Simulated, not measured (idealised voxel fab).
process module | voxel spacer lines
cross-section cut | 220 nm wide | cells 5 nm
A cross-section is a grid of square cells, given in bands from the top down. A band is one or more rows of cells.
Each band's line starts with the height of the band's top and of its bottom, in nm. Then come its materials from left to right, each with its width in nm. One material with "throughout" fills the band from edge to edge. "air" is empty space.
Height 0 is the level under which the wafer as received is all one material. The lowest band goes on downwards, as in "0 down".
A width such as "30 to 40" changes by the same amount from each row of cells to the next, from the band's top row to its bottom row.
"no change" after a step means that no cell of the cross-section changed.
closed voids: empty space of 8 cells or more with no open way to the top, each as width x height at its distance from the left edge, in nm
after a step's settings: what the simulator itself notes on the step
overlay nm, on a step with a mask: how far to the right of its planned place the mask lay; to the left if negative
plan
1 op RECEIVE | material Si
2 op CONFORMAL_DEP | material Al2O3 | thk nm 5
3 op DIRECTIONAL_DEP | material W | thk nm 10
4 op DIRECTIONAL_DEP | material aC | thk nm 20
5 op PATTERN | tone cover | mask id MANDREL | material resist | width nm 15 | pitch nm 60 | thk nm 30 | overlay nm 0
6 op DIRECTIONAL_ETCH | etch materials aC | depth nm 20
7 op STRIP | etch materials resist
8 op CONFORMAL_DEP | material SiO2 | thk nm 15
9 op DIRECTIONAL_ETCH | etch materials SiO2 | depth nm 15
10 op STRIP | etch materials aC
11 op DIRECTIONAL_ETCH | etch materials W | depth nm 10
12 op STRIP | etch materials SiO2
13 op FILL_DEP | material SiO2 | thk nm 10
14 op CMP | height nm 15
as received, after step 1
  0 down: Si throughout
  closed voids: none
first wafer at the end, as planned
  15 to 5: SiO2 55 | W 15 | SiO2 15 | W 15 | SiO2 15 | W 15 | SiO2 15 | W 15 | SiO2 60
  5 to 0: Al2O3 throughout
  0 down: Si throughout
  closed voids: none
second wafer at the end: like start, like plan, one mistake
  15 to 5: SiO2 60 | W 15 | SiO2 15 | W 15 | SiO2 15 | W 15 | SiO2 15 | W 15 | SiO2 55
  5 to 0: Al2O3 throughout
  0 down: Si throughout
  closed voids: none
what went wrong: step 5 ran as: op PATTERN | tone cover | mask id MANDREL | material resist | width nm 15 | pitch nm 60 | thk nm 30 | overlay nm 5
at the end the second wafer has, in cells: as many of each material as the first, in other places
